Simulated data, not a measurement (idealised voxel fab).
process module | voxel capacitor over wiring
cross-section cut | 200 nm wide | cells 5 nm
A cross-section is a grid of square cells, given in bands from the top down. A band is one or more rows of cells.
Each band's line starts with the height of the band's top and of its bottom, in nm. Then come its materials from left to right, each with its width in nm. One material with "throughout" fills the band from edge to edge. "air" is empty space.
Height 0 is the level under which the wafer as received is all one material. The lowest band goes on downwards, as in "0 down".
A width such as "30 to 40" changes by the same amount from each row of cells to the next, from the band's top row to its bottom row.
"no change" after a step means that no cell of the cross-section changed.
closed voids: empty space of 8 cells or more with no open way to the top, each as width x height at its distance from the left edge, in nm
after a step's settings: what the simulator itself notes on the step
overlay nm, on a step with a mask: how far to the right of its planned place the mask lay; to the left if negative
Each pair below shows a cross-section before one step and the cross-section after it, down to the lowest band that changed. The line under each pair gives the step between them, with its settings. The pairs can come from different runs of this module on the same starting wafer, so a pair continues from the pair above only where its "before" says so.
before
  0 down: Si throughout
  closed voids: none
after
  10 to 0: SiO2 throughout
  below 0: unchanged
  closed voids: none
the step between: op CONFORMAL_DEP | material SiO2 | thk nm 10
before: the cross-section after the pair above
after
  15 to 10: TiN throughout
  below 10: unchanged
  closed voids: none
the step between: op DIRECTIONAL_DEP | material TiN | thk nm 5
before: the cross-section after the pair above
after
  40 to 15: W throughout
  below 15: unchanged
  closed voids: none
the step between: op DIRECTIONAL_DEP | material W | thk nm 25
before: the cross-section after the pair above
after
  40 to 15: air 40 | W 25 | air 70 | W 25 | air 40
  below 15: unchanged
  closed voids: none
the step between: op MASKED_ETCH | tone cover | mask id METAL_1 | width nm 25 | pitch nm 95 | etch materials W | depth nm 25 | overlay nm 0
before: the cross-section after the pair above
after
  40 to 15: air 40 | W 25 | air 70 | W 25 | air 40
  15 to 10: air 40 | TiN 25 | air 70 | TiN 25 | air 40
  below 10: unchanged
  closed voids: none
the step between: op MASKED_ETCH | tone cover | mask id METAL_1 | width nm 25 | pitch nm 95 | etch materials TiN | depth nm 5 | overlay nm 0
before: the cross-section after the pair above
after
  45 to 40: SiO2 throughout
  40 to 15: SiO2 40 | W 25 | SiO2 70 | W 25 | SiO2 40
  15 to 10: SiO2 40 | TiN 25 | SiO2 70 | TiN 25 | SiO2 40
  below 10: unchanged
  closed voids: none
the step between: op FILL_DEP | material SiO2 | thk nm 5
before: the cross-section after the pair above
after
  40 to 15: SiO2 40 | W 25 | SiO2 70 | W 25 | SiO2 40
  below 15: unchanged
  closed voids: none
the step between: op CMP | height nm 40
before: the cross-section after the pair above
after
  45 to 40: SiCN throughout
  below 40: unchanged
  closed voids: none
the step between: op CONFORMAL_DEP | material SiCN | thk nm 5
before: the cross-section after the pair above
after
  65 to 45: SiO2 throughout
  below 45: unchanged
  closed voids: none
the step between: op DIRECTIONAL_DEP | material SiO2 | thk nm 20
before: the cross-section after the pair above
after
  65 to 45: SiO2 50 | air 15 | SiO2 135
  below 45: unchanged
  closed voids: none
the step between: op MASKED_ETCH | tone open | mask id PLUG_1 | width nm 15 | etch materials SiO2 | depth nm 20 | overlay nm 0
before: the cross-section after the pair above
after
  65 to 45: SiO2 50 | air 15 | SiO2 135
  45 to 40: SiCN 50 | air 15 | SiCN 135
  below 40: unchanged
  closed voids: none
the step between: op MASKED_ETCH | tone open | mask id PLUG_1 | width nm 15 | etch materials SiCN | depth nm 5 | overlay nm 0
before: the cross-section after the pair above
after
  65 to 50: SiO2 50 | air 15 | SiO2 135
  50 to 45: SiO2 50 | Ru 15 | SiO2 135
  45 to 40: SiCN 50 | Ru 15 | SiCN 135
  below 40: unchanged
  closed voids: none
the step between: op EPI | material Ru | thk nm 10
before: the cross-section after the pair above
after
  65 to 60: SiO2 50 | air 15 | SiO2 135
  60 to 45: SiO2 50 | Ru 15 | SiO2 135
  below 45: unchanged
  closed voids: none
the step between: op EPI | material Ru | thk nm 10
before: the cross-section after the pair above
after
  65 to 45: SiO2 50 | Ru 15 | SiO2 135
  below 45: unchanged
  closed voids: none
the step between: op EPI | material Ru | thk nm 5
before: the cross-section after the pair above
after
  70 to 65: TiN throughout
  below 65: unchanged
  closed voids: none
the step between: op DIRECTIONAL_DEP | material TiN | thk nm 5
before: the cross-section after the pair above
after
  75 to 70: HfO2 throughout
  below 70: unchanged
  closed voids: none
the step between: op DIRECTIONAL_DEP | material HfO2 | thk nm 5
before: the cross-section after the pair above
after
  85 to 75: TiN throughout
  below 75: unchanged
  closed voids: none
the step between: op DIRECTIONAL_DEP | material TiN | thk nm 10
before: the cross-section after the pair above
after
  105 to 85: air 50 | resist 75 | air 75
  below 85: unchanged
  closed voids: none
the step between: op PATTERN | tone cover | mask id UPPER_PLATE | material resist | width nm 75 | thk nm 20 | overlay nm 0
before: the cross-section after the pair above
after
  105 to 85: air 50 | resist 75 | air 75
  85 to 75: air 50 | TiN 75 | air 75
  below 75: unchanged
  closed voids: none
the step between: op DIRECTIONAL_ETCH | etch materials TiN | depth nm 10
before: the cross-section after the pair above
after
  105 to 85: air 50 | resist 75 | air 75
  85 to 75: air 50 | TiN 75 | air 75
  75 to 70: air 50 | HfO2 75 | air 75
  below 70: unchanged
  closed voids: none
the step between: op DIRECTIONAL_ETCH | etch materials HfO2 | depth nm 5
before: the cross-section after the pair above
after
  85 to 75: air 50 | TiN 75 | air 75
  below 75: unchanged
  closed voids: none
the step between: op STRIP | etch materials resist
before: the cross-section after the pair above
after
  95 to 85: air 50 | aC 75 | air 75
  85 to 80: air 50 | TiN 75 | air 75
  80 to 75: aC 50 | TiN 75 | aC 75
  75 to 70: aC 50 | HfO2 75 | aC 75
  below 70: unchanged
  closed voids: none
the step between: op DIRECTIONAL_DEP | material aC | thk nm 10
before: the cross-section after the pair above
after
  125 to 95: air 45 | resist 85 | air 70
  95 to 85: air 45 | resist 5 | aC 75 | resist 5 | air 70
  85 to 80: air 45 | resist 5 | TiN 75 | resist 5 | air 70
  below 80: unchanged
  closed voids: none
the step between: op PATTERN | tone cover | mask id LOWER_PLATE | material resist | width nm 85 | thk nm 30 | overlay nm 0
before: the cross-section after the pair above
after
  115 to 95: air 45 | resist 85 | air 70
  95 to 85: air 45 | resist 5 | aC 75 | resist 5 | air 70
  85 to 80: air 45 | resist 5 | TiN 75 | resist 5 | air 70
  80 to 75: air 45 | aC 5 | TiN 75 | aC 5 | air 70
  75 to 70: air 45 | aC 5 | HfO2 75 | aC 5 | air 70
  below 70: unchanged
  closed voids: none
the step between: op DIRECTIONAL_ETCH | etch materials aC | depth nm 10
before: the cross-section after the pair above
after
  95 to 85: air 50 | aC 75 | air 75
  85 to 80: air 50 | TiN 75 | air 75
  below 80: unchanged
  closed voids: none
the step between: op STRIP | etch materials resist
before: the cross-section after the pair above
after
  95 to 85: air 50 | aC 75 | air 75
  85 to 80: air 50 | TiN 75 | air 75
  80 to 75: air 45 | aC 5 | TiN 75 | aC 5 | air 70
  75 to 70: air 45 | aC 5 | HfO2 75 | aC 5 | air 70
  70 to 65: air 45 | TiN 85 | air 70
  below 65: unchanged
  closed voids: none
the step between: op DIRECTIONAL_ETCH | etch materials TiN | depth nm 5
before: the cross-section after the pair above
after
  85 to 75: air 50 | TiN 75 | air 75
  75 to 70: air 50 | HfO2 75 | air 75
  below 70: unchanged
  closed voids: none
the step between: op STRIP | etch materials aC
before: the cross-section after the pair above
after
  105 to 85: SiO2 throughout
  85 to 75: SiO2 50 | TiN 75 | SiO2 75
  75 to 70: SiO2 50 | HfO2 75 | SiO2 75
  70 to 65: SiO2 45 | TiN 85 | SiO2 70
  below 65: unchanged
  closed voids: none
the step between: op FILL_DEP | material SiO2 | thk nm 20
before: the cross-section after the pair above
after
  100 to 85: SiO2 throughout
  below 85: unchanged
  closed voids: none
the step between: op CMP | height nm 100
before: the cross-section after the pair above
after
  110 to 100: aC throughout
  below 100: unchanged
  closed voids: none
the step between: op DIRECTIONAL_DEP | material aC | thk nm 10
before: the cross-section after the pair above
after
  140 to 110: resist 60 | air 15 | resist 125
  below 110: unchanged
  closed voids: none
the step between: op PATTERN | tone open | mask id PLUG_2 | material resist | width nm 15 | thk nm 30 | overlay nm 0
before: the cross-section after the pair above
after
  130 to 110: resist 60 | air 15 | resist 125
  110 to 100: aC 60 | air 15 | aC 125
  below 100: unchanged
  closed voids: none
the step between: op DIRECTIONAL_ETCH | etch materials aC | depth nm 10
before: the cross-section after the pair above
after
  110 to 100: aC 60 | air 15 | aC 125
  below 100: unchanged
  closed voids: none
the step between: op STRIP | etch materials resist
before: the cross-section after the pair above
after
  110 to 100: aC 60 | air 15 | aC 125
  100 to 85: SiO2 60 | air 15 | SiO2 125
  below 85: unchanged
  closed voids: none
the step between: op DIRECTIONAL_ETCH | etch materials SiO2 | depth nm 15
before: the cross-section after the pair above
after
  100 to 85: SiO2 60 | air 15 | SiO2 125
  below 85: unchanged
  closed voids: none
the step between: op STRIP | etch materials aC
before: the cross-section after the pair above
after
  105 to 100: TiN 65 | air 5 | TiN 130
  100 to 90: SiO2 60 | TiN 5 | air 5 | TiN 5 | SiO2 125
  90 to 85: SiO2 60 | TiN 15 | SiO2 125
  below 85: unchanged
  closed voids: none
the step between: op CONFORMAL_DEP | material TiN | thk nm 5
before: the cross-section after the pair above
after
  110 to 105: Ru throughout
  105 to 100: TiN 65 | Ru 5 | TiN 130
  100 to 90: SiO2 60 | TiN 5 | Ru 5 | TiN 5 | SiO2 125
  below 90: unchanged
  closed voids: none
the step between: op FILL_DEP | material Ru | thk nm 5
before: the cross-section after the pair above
after
  100 to 90: SiO2 60 | TiN 5 | Ru 5 | TiN 5 | SiO2 125
  below 90: unchanged
  closed voids: none
the step between: op CMP | height nm 100
before: the cross-section after the pair above
after
  105 to 100: SiN throughout
  below 100: unchanged
  closed voids: none
the step between: op CONFORMAL_DEP | material SiN | thk nm 5
before
  45 to 40: SiCN throughout
  40 to 15: SiO2 40 | W 25 | SiO2 70 | W 25 | SiO2 40
  15 to 10: SiO2 40 | TiN 25 | SiO2 70 | TiN 25 | SiO2 40
  10 to 0: SiO2 throughout
  0 down: Si throughout
  closed voids: none
after
  45 to 40: SiCN 50 | air 15 | SiCN 135
  below 40: unchanged
  closed voids: none
the step between: op MASKED_ETCH | tone open | mask id PLUG_1 | width nm 15 | etch materials SiCN | depth nm 5 | overlay nm 0
before: the cross-section after the pair above
after
  50 to 45: air 45 | Ru 25 | air 130
  45 to 40: SiCN 50 | Ru 15 | SiCN 135
  below 40: unchanged
  closed voids: none
the step between: op EPI | material Ru | thk nm 10
before: the cross-section after the pair above
after
  60 to 45: air 35 | Ru 45 | air 120
  below 45: unchanged
  closed voids: none
the step between: op EPI | material Ru | thk nm 10
before: the cross-section after the pair above
after
  65 to 45: air 30 | Ru 55 | air 115
  below 45: unchanged
  closed voids: none
the step between: op EPI | material Ru | thk nm 5
before: the cross-section after the pair above
after
  70 to 65: air 30 | TiN 55 | air 115
  65 to 50: air 30 | Ru 55 | air 115
  50 to 45: TiN 30 | Ru 55 | TiN 115
  below 45: unchanged
  closed voids: none
the step between: op DIRECTIONAL_DEP | material TiN | thk nm 5
before: the cross-section after the pair above
after
  75 to 70: air 30 | HfO2 55 | air 115
  70 to 65: air 30 | TiN 55 | air 115
  65 to 55: air 30 | Ru 55 | air 115
  55 to 50: HfO2 30 | Ru 55 | HfO2 115
  below 50: unchanged
  closed voids: none
the step between: op DIRECTIONAL_DEP | material HfO2 | thk nm 5
before: the cross-section after the pair above
after
  85 to 75: air 30 | TiN 55 | air 115
  75 to 70: air 30 | HfO2 55 | air 115
  70 to 65: air 30 | TiN 55 | air 115
  65 to 55: TiN 30 | Ru 55 | TiN 115
  below 55: unchanged
  closed voids: none
the step between: op DIRECTIONAL_DEP | material TiN | thk nm 10
before: the cross-section after the pair above
after
  105 to 85: air 50 | resist 75 | air 75
  85 to 75: air 30 | TiN 55 | resist 40 | air 75
  75 to 70: air 30 | HfO2 55 | resist 40 | air 75
  70 to 65: air 30 | TiN 55 | resist 40 | air 75
  below 65: unchanged
  closed voids: none
the step between: op PATTERN | tone cover | mask id UPPER_PLATE | material resist | width nm 75 | thk nm 20 | overlay nm 0
before: the cross-section after the pair above
after
  105 to 85: air 50 | resist 75 | air 75
  85 to 75: air 50 | TiN 35 | resist 40 | air 75
  75 to 70: air 30 | HfO2 55 | resist 40 | air 75
  70 to 65: air 30 | TiN 55 | resist 40 | air 75
  65 to 55: air 30 | Ru 55 | TiN 40 | air 75
  below 55: unchanged
  closed voids: none
the step between: op DIRECTIONAL_ETCH | etch materials TiN | depth nm 10
before: the cross-section after the pair above
after
  105 to 85: air 50 | resist 75 | air 75
  85 to 75: air 50 | TiN 35 | resist 40 | air 75
  75 to 70: air 50 | HfO2 35 | resist 40 | air 75
  70 to 65: air 30 | TiN 55 | resist 40 | air 75
  65 to 55: air 30 | Ru 55 | TiN 40 | air 75
  55 to 50: air 30 | Ru 55 | HfO2 40 | air 75
  below 50: unchanged
  closed voids: none
the step between: op DIRECTIONAL_ETCH | etch materials HfO2 | depth nm 5
before: the cross-section after the pair above
after
  85 to 75: air 50 | TiN 35 | air 115
  75 to 70: air 50 | HfO2 35 | air 115
  70 to 65: air 30 | TiN 55 | air 115
  below 65: unchanged
  closed voids: none
the step between: op STRIP | etch materials resist
before: the cross-section after the pair above
after
  95 to 85: air 50 | aC 35 | air 115
  85 to 80: air 50 | TiN 35 | air 115
  80 to 75: air 30 | aC 20 | TiN 35 | air 115
  75 to 70: air 30 | aC 20 | HfO2 35 | aC 40 | air 75
  70 to 65: air 30 | TiN 55 | aC 40 | air 75
  65 to 60: air 30 | Ru 55 | TiN 40 | air 75
  60 to 55: aC 30 | Ru 55 | TiN 40 | aC 75
  55 to 50: aC 30 | Ru 55 | HfO2 40 | aC 75
  below 50: unchanged
  closed voids: none
the step between: op DIRECTIONAL_DEP | material aC | thk nm 10
before: the cross-section after the pair above
after
  125 to 95: air 45 | resist 85 | air 70
  95 to 85: air 45 | resist 5 | aC 35 | resist 45 | air 70
  85 to 80: air 45 | resist 5 | TiN 35 | resist 45 | air 70
  80 to 75: air 30 | aC 20 | TiN 35 | resist 45 | air 70
  75 to 70: air 30 | aC 20 | HfO2 35 | aC 40 | resist 5 | air 70
  70 to 65: air 30 | TiN 55 | aC 40 | resist 5 | air 70
  65 to 60: air 30 | Ru 55 | TiN 40 | resist 5 | air 70
  below 60: unchanged
  closed voids: none
the step between: op PATTERN | tone cover | mask id LOWER_PLATE | material resist | width nm 85 | thk nm 30 | overlay nm 0
before: the cross-section after the pair above
after
  115 to 95: air 45 | resist 85 | air 70
  95 to 85: air 45 | resist 5 | aC 35 | resist 45 | air 70
  85 to 80: air 45 | resist 5 | TiN 35 | resist 45 | air 70
  80 to 75: air 45 | aC 5 | TiN 35 | resist 45 | air 70
  75 to 70: air 45 | aC 5 | HfO2 35 | aC 40 | resist 5 | air 70
  70 to 65: air 30 | TiN 55 | aC 40 | resist 5 | air 70
  65 to 60: air 30 | Ru 55 | TiN 40 | resist 5 | air 70
  60 to 55: air 30 | Ru 55 | TiN 40 | aC 5 | air 70
  55 to 50: air 30 | Ru 55 | HfO2 40 | aC 5 | air 70
  below 50: unchanged
  closed voids: none
the step between: op DIRECTIONAL_ETCH | etch materials aC | depth nm 10
before: the cross-section after the pair above
after
  95 to 85: air 50 | aC 35 | air 115
  85 to 80: air 50 | TiN 35 | air 115
  80 to 75: air 45 | aC 5 | TiN 35 | air 115
  75 to 70: air 45 | aC 5 | HfO2 35 | aC 40 | air 75
  70 to 65: air 30 | TiN 55 | aC 40 | air 75
  65 to 60: air 30 | Ru 55 | TiN 40 | air 75
  below 60: unchanged
  closed voids: none
the step between: op STRIP | etch materials resist
before: the cross-section after the pair above
after
  95 to 85: air 50 | aC 35 | air 115
  85 to 80: air 50 | TiN 35 | air 115
  80 to 75: air 45 | aC 5 | TiN 35 | air 115
  75 to 70: air 45 | aC 5 | HfO2 35 | aC 40 | air 75
  70 to 65: air 45 | TiN 40 | aC 40 | air 75
  65 to 60: air 30 | Ru 55 | TiN 40 | air 75
  60 to 55: air 30 | Ru 55 | TiN 40 | aC 5 | air 70
  55 to 50: air 30 | Ru 55 | HfO2 40 | aC 5 | air 70
  50 to 45: air 30 | Ru 55 | TiN 45 | air 70
  below 45: unchanged
  closed voids: none
the step between: op DIRECTIONAL_ETCH | etch materials TiN | depth nm 5
before: the cross-section after the pair above
after
  85 to 75: air 50 | TiN 35 | air 115
  75 to 70: air 50 | HfO2 35 | air 115
  70 to 65: air 45 | TiN 40 | air 115
  65 to 55: air 30 | Ru 55 | TiN 40 | air 75
  55 to 50: air 30 | Ru 55 | HfO2 40 | air 75
  below 50: unchanged
  closed voids: none
the step between: op STRIP | etch materials aC
before: the cross-section after the pair above
after
  105 to 85: SiO2 throughout
  85 to 75: SiO2 50 | TiN 35 | SiO2 115
  75 to 70: SiO2 50 | HfO2 35 | SiO2 115
  70 to 65: SiO2 45 | TiN 40 | SiO2 115
  65 to 55: SiO2 30 | Ru 55 | TiN 40 | SiO2 75
  55 to 50: SiO2 30 | Ru 55 | HfO2 40 | SiO2 75
  50 to 45: SiO2 30 | Ru 55 | TiN 45 | SiO2 70
  below 45: unchanged
  closed voids: none
the step between: op FILL_DEP | material SiO2 | thk nm 20
before: the cross-section after the pair above
after
  100 to 85: SiO2 throughout
  below 85: unchanged
  closed voids: none
the step between: op CMP | height nm 100
before: the cross-section after the pair above
after
  110 to 100: aC throughout
  below 100: unchanged
  closed voids: none
the step between: op DIRECTIONAL_DEP | material aC | thk nm 10
before: the cross-section after the pair above
after
  140 to 110: resist 60 | air 15 | resist 125
  below 110: unchanged
  closed voids: none
the step between: op PATTERN | tone open | mask id PLUG_2 | material resist | width nm 15 | thk nm 30 | overlay nm 0
before: the cross-section after the pair above
after
  130 to 110: resist 60 | air 15 | resist 125
  110 to 100: aC 60 | air 15 | aC 125
  below 100: unchanged
  closed voids: none
the step between: op DIRECTIONAL_ETCH | etch materials aC | depth nm 10
before: the cross-section after the pair above
after
  110 to 100: aC 60 | air 15 | aC 125
  below 100: unchanged
  closed voids: none
the step between: op STRIP | etch materials resist
before: the cross-section after the pair above
after
  110 to 100: aC 60 | air 15 | aC 125
  100 to 85: SiO2 60 | air 15 | SiO2 125
  below 85: unchanged
  closed voids: none
the step between: op DIRECTIONAL_ETCH | etch materials SiO2 | depth nm 15
before: the cross-section after the pair above
after
  100 to 85: SiO2 60 | air 15 | SiO2 125
  below 85: unchanged
  closed voids: none
the step between: op STRIP | etch materials aC
before: the cross-section after the pair above
after
  105 to 100: TiN 65 | air 5 | TiN 130
  100 to 90: SiO2 60 | TiN 5 | air 5 | TiN 5 | SiO2 125
  90 to 85: SiO2 60 | TiN 15 | SiO2 125
  below 85: unchanged
  closed voids: none
the step between: op CONFORMAL_DEP | material TiN | thk nm 5
before: the cross-section after the pair above
after
  110 to 105: Ru throughout
  105 to 100: TiN 65 | Ru 5 | TiN 130
  100 to 90: SiO2 60 | TiN 5 | Ru 5 | TiN 5 | SiO2 125
  below 90: unchanged
  closed voids: none
the step between: op FILL_DEP | material Ru | thk nm 5
before: the cross-section after the pair above
after
  100 to 90: SiO2 60 | TiN 5 | Ru 5 | TiN 5 | SiO2 125
  below 90: unchanged
  closed voids: none
the step between: op CMP | height nm 100
before: the cross-section after the pair above
after
  105 to 100: SiN throughout
  below 100: unchanged
  closed voids: none
the step between: op CONFORMAL_DEP | material SiN | thk nm 5
before
  65 to 60: SiO2 50 | air 15 | SiO2 135
  60 to 45: SiO2 50 | Ru 15 | SiO2 135
  45 to 40: SiCN 50 | Ru 15 | SiCN 135
  40 to 15: SiO2 40 | W 25 | SiO2 70 | W 25 | SiO2 40
  15 to 10: SiO2 40 | TiN 25 | SiO2 70 | TiN 25 | SiO2 40
  10 to 0: SiO2 throughout
  0 down: Si throughout
  closed voids: none
after
  70 to 65: air 45 | Ru 25 | air 130
  65 to 45: SiO2 50 | Ru 15 | SiO2 135
  below 45: unchanged
  closed voids: none
the step between: op EPI | material Ru | thk nm 10
before: the cross-section after the pair above
after
  75 to 65: air 40 | Ru 35 | air 125
  below 65: unchanged
  closed voids: none
the step between: op EPI | material Ru | thk nm 5
before: the cross-section after the pair above
after
  80 to 75: air 40 | TiN 35 | air 125
  75 to 70: air 40 | Ru 35 | air 125
  70 to 65: TiN 40 | Ru 35 | TiN 125
  below 65: unchanged
  closed voids: none
the step between: op DIRECTIONAL_DEP | material TiN | thk nm 5
before: the cross-section after the pair above
after
  85 to 80: air 40 | HfO2 35 | air 125
  80 to 75: air 40 | TiN 35 | air 125
  75 to 70: HfO2 40 | Ru 35 | HfO2 125
  below 70: unchanged
  closed voids: none
the step between: op DIRECTIONAL_DEP | material HfO2 | thk nm 5
before: the cross-section after the pair above
after
  95 to 85: air 40 | TiN 35 | air 125
  85 to 80: TiN 40 | HfO2 35 | TiN 125
  80 to 75: TiN throughout
  below 75: unchanged
  closed voids: none
the step between: op DIRECTIONAL_DEP | material TiN | thk nm 10
before: the cross-section after the pair above
after
  115 to 95: air 50 | resist 75 | air 75
  95 to 85: air 40 | TiN 35 | resist 50 | air 75
  below 85: unchanged
  closed voids: none
the step between: op PATTERN | tone cover | mask id UPPER_PLATE | material resist | width nm 75 | thk nm 20 | overlay nm 0
before: the cross-section after the pair above
after
  115 to 95: air 50 | resist 75 | air 75
  95 to 85: air 50 | TiN 25 | resist 50 | air 75
  85 to 80: air 40 | HfO2 35 | TiN 50 | air 75
  80 to 75: air 40 | TiN 85 | air 75
  below 75: unchanged
  closed voids: none
the step between: op DIRECTIONAL_ETCH | etch materials TiN | depth nm 10
before: the cross-section after the pair above
after
  115 to 95: air 50 | resist 75 | air 75
  95 to 85: air 50 | TiN 25 | resist 50 | air 75
  85 to 80: air 50 | HfO2 25 | TiN 50 | air 75
  80 to 75: air 40 | TiN 85 | air 75
  75 to 70: air 40 | Ru 35 | HfO2 50 | air 75
  below 70: unchanged
  closed voids: none
the step between: op DIRECTIONAL_ETCH | etch materials HfO2 | depth nm 5
before: the cross-section after the pair above
after
  95 to 85: air 50 | TiN 25 | air 125
  below 85: unchanged
  closed voids: none
the step between: op STRIP | etch materials resist
before: the cross-section after the pair above
after
  105 to 95: air 50 | aC 25 | air 125
  95 to 90: air 50 | TiN 25 | aC 50 | air 75
  90 to 85: air 40 | aC 10 | TiN 25 | aC 50 | air 75
  85 to 80: air 40 | aC 10 | HfO2 25 | TiN 50 | air 75
  80 to 75: aC 40 | TiN 85 | aC 75
  75 to 70: aC 40 | Ru 35 | HfO2 50 | aC 75
  below 70: unchanged
  closed voids: none
the step between: op DIRECTIONAL_DEP | material aC | thk nm 10
before: the cross-section after the pair above
after
  135 to 105: air 45 | resist 85 | air 70
  105 to 95: air 45 | resist 5 | aC 25 | resist 55 | air 70
  95 to 90: air 45 | resist 5 | TiN 25 | aC 50 | resist 5 | air 70
  90 to 85: air 40 | aC 10 | TiN 25 | aC 50 | resist 5 | air 70
  85 to 80: air 40 | aC 10 | HfO2 25 | TiN 50 | resist 5 | air 70
  below 80: unchanged
  closed voids: none
the step between: op PATTERN | tone cover | mask id LOWER_PLATE | material resist | width nm 85 | thk nm 30 | overlay nm 0
before: the cross-section after the pair above
after
  125 to 105: air 45 | resist 85 | air 70
  105 to 95: air 45 | resist 5 | aC 25 | resist 55 | air 70
  95 to 90: air 45 | resist 5 | TiN 25 | aC 50 | resist 5 | air 70
  90 to 85: air 45 | aC 5 | TiN 25 | aC 50 | resist 5 | air 70
  85 to 80: air 45 | aC 5 | HfO2 25 | TiN 50 | resist 5 | air 70
  80 to 75: air 40 | TiN 85 | aC 5 | air 70
  75 to 70: air 40 | Ru 35 | HfO2 50 | aC 5 | air 70
  below 70: unchanged
  closed voids: none
the step between: op DIRECTIONAL_ETCH | etch materials aC | depth nm 10
before: the cross-section after the pair above
after
  105 to 95: air 50 | aC 25 | air 125
  95 to 90: air 50 | TiN 25 | aC 50 | air 75
  90 to 85: air 45 | aC 5 | TiN 25 | aC 50 | air 75
  85 to 80: air 45 | aC 5 | HfO2 25 | TiN 50 | air 75
  below 80: unchanged
  closed voids: none
the step between: op STRIP | etch materials resist
before: the cross-section after the pair above
after
  105 to 95: air 50 | aC 25 | air 125
  95 to 90: air 50 | TiN 25 | aC 50 | air 75
  90 to 85: air 45 | aC 5 | TiN 25 | aC 50 | air 75
  85 to 80: air 45 | aC 5 | HfO2 25 | TiN 50 | air 75
  80 to 75: air 45 | TiN 80 | aC 5 | air 70
  75 to 70: air 40 | Ru 35 | HfO2 50 | aC 5 | air 70
  70 to 65: air 40 | Ru 35 | TiN 55 | air 70
  below 65: unchanged
  closed voids: none
the step between: op DIRECTIONAL_ETCH | etch materials TiN | depth nm 5
before: the cross-section after the pair above
after
  95 to 85: air 50 | TiN 25 | air 125
  85 to 80: air 50 | HfO2 25 | TiN 50 | air 75
  80 to 75: air 45 | TiN 80 | air 75
  75 to 70: air 40 | Ru 35 | HfO2 50 | air 75
  below 70: unchanged
  closed voids: none
the step between: op STRIP | etch materials aC
before: the cross-section after the pair above
after
  115 to 95: SiO2 throughout
  95 to 85: SiO2 50 | TiN 25 | SiO2 125
  85 to 80: SiO2 50 | HfO2 25 | TiN 50 | SiO2 75
  80 to 75: SiO2 45 | TiN 80 | SiO2 75
  75 to 70: SiO2 40 | Ru 35 | HfO2 50 | SiO2 75
  70 to 65: SiO2 40 | Ru 35 | TiN 55 | SiO2 70
  below 65: unchanged
  closed voids: none
the step between: op FILL_DEP | material SiO2 | thk nm 20
before: the cross-section after the pair above
after
  100 to 95: SiO2 throughout
  below 95: unchanged
  closed voids: none
the step between: op CMP | height nm 100
before: the cross-section after the pair above
after
  110 to 100: aC throughout
  below 100: unchanged
  closed voids: none
the step between: op DIRECTIONAL_DEP | material aC | thk nm 10
before: the cross-section after the pair above
after
  140 to 110: resist 60 | air 15 | resist 125
  below 110: unchanged
  closed voids: none
the step between: op PATTERN | tone open | mask id PLUG_2 | material resist | width nm 15 | thk nm 30 | overlay nm 0
before: the cross-section after the pair above
after
  130 to 110: resist 60 | air 15 | resist 125
  110 to 100: aC 60 | air 15 | aC 125
  below 100: unchanged
  closed voids: none
the step between: op DIRECTIONAL_ETCH | etch materials aC | depth nm 10
before: the cross-section after the pair above
after
  110 to 100: aC 60 | air 15 | aC 125
  below 100: unchanged
  closed voids: none
the step between: op STRIP | etch materials resist
before: the cross-section after the pair above
after
  110 to 100: aC 60 | air 15 | aC 125
  100 to 95: SiO2 60 | air 15 | SiO2 125
  below 95: unchanged
  closed voids: none
the step between: op DIRECTIONAL_ETCH | etch materials SiO2 | depth nm 15
before: the cross-section after the pair above
after
  100 to 95: SiO2 60 | air 15 | SiO2 125
  below 95: unchanged
  closed voids: none
the step between: op STRIP | etch materials aC
before: the cross-section after the pair above
after
  105 to 100: TiN 65 | air 5 | TiN 130
  100 to 95: SiO2 60 | TiN 15 | SiO2 125
  below 95: unchanged
  closed voids: none
the step between: op CONFORMAL_DEP | material TiN | thk nm 5
before: the cross-section after the pair above
after
  110 to 105: Ru throughout
  105 to 100: TiN 65 | Ru 5 | TiN 130
  below 100: unchanged
  closed voids: none
the step between: op FILL_DEP | material Ru | thk nm 5
before: the cross-section after the pair above
after
  100 to 95: SiO2 60 | TiN 15 | SiO2 125
  below 95: unchanged
  closed voids: none
the step between: op CMP | height nm 100
before: the cross-section after the pair above
after
  105 to 100: SiN throughout
  below 100: unchanged
  closed voids: none
the step between: op CONFORMAL_DEP | material SiN | thk nm 5
before
  70 to 65: TiN throughout
  65 to 45: SiO2 50 | Ru 15 | SiO2 135
  45 to 40: SiCN 50 | Ru 15 | SiCN 135
  40 to 15: SiO2 40 | W 25 | SiO2 70 | W 25 | SiO2 40
  15 to 10: SiO2 40 | TiN 25 | SiO2 70 | TiN 25 | SiO2 40
  10 to 0: SiO2 throughout
  0 down: Si throughout
  closed voids: none
after
  80 to 65: TiN throughout
  below 65: unchanged
  closed voids: none
the step between: op DIRECTIONAL_DEP | material TiN | thk nm 10
before: the cross-section after the pair above
after
  85 to 80: HfO2 throughout
  below 80: unchanged
  closed voids: none
the step between: op DIRECTIONAL_DEP | material HfO2 | thk nm 5
before: the cross-section after the pair above
after
  105 to 85: air 50 | resist 75 | air 75
  below 85: unchanged
  closed voids: none
the step between: op PATTERN | tone cover | mask id UPPER_PLATE | material resist | width nm 75 | thk nm 20 | overlay nm 0
before: the cross-section after the pair above
after
  105 to 85: air 50 | resist 75 | air 75
  85 to 80: air 50 | HfO2 75 | air 75
  below 80: unchanged
  closed voids: none
the step between: op DIRECTIONAL_ETCH | etch materials HfO2 | depth nm 5
before: the cross-section after the pair above
after
  85 to 80: air 50 | HfO2 75 | air 75
  below 80: unchanged
  closed voids: none
the step between: op STRIP | etch materials resist
before: the cross-section after the pair above
after
  95 to 90: air 50 | aC 75 | air 75
  90 to 85: aC throughout
  85 to 80: aC 50 | HfO2 75 | aC 75
  below 80: unchanged
  closed voids: none
the step between: op DIRECTIONAL_DEP | material aC | thk nm 10
before: the cross-section after the pair above
after
  125 to 95: air 45 | resist 85 | air 70
  95 to 90: air 45 | resist 5 | aC 75 | resist 5 | air 70
  below 90: unchanged
  closed voids: none
the step between: op PATTERN | tone cover | mask id LOWER_PLATE | material resist | width nm 85 | thk nm 30 | overlay nm 0
before: the cross-section after the pair above
after
  115 to 95: air 45 | resist 85 | air 70
  95 to 90: air 45 | resist 5 | aC 75 | resist 5 | air 70
  90 to 85: air 45 | aC 85 | air 70
  85 to 80: air 45 | aC 5 | HfO2 75 | aC 5 | air 70
  below 80: unchanged
  closed voids: none
the step between: op DIRECTIONAL_ETCH | etch materials aC | depth nm 10
before: the cross-section after the pair above
after
  95 to 85: air 50 to 45 | aC 75 to 85 | air 75 to 70
  below 85: unchanged
  closed voids: none
the step between: op STRIP | etch materials resist
before: the cross-section after the pair above
after
  95 to 85: air 50 to 45 | aC 75 to 85 | air 75 to 70
  85 to 80: air 45 | aC 5 | HfO2 75 | aC 5 | air 70
  80 to 75: air 45 | TiN 85 | air 70
  below 75: unchanged
  closed voids: none
the step between: op DIRECTIONAL_ETCH | etch materials TiN | depth nm 5
before: the cross-section after the pair above
after
  85 to 80: air 50 | HfO2 75 | air 75
  below 80: unchanged
  closed voids: none
the step between: op STRIP | etch materials aC
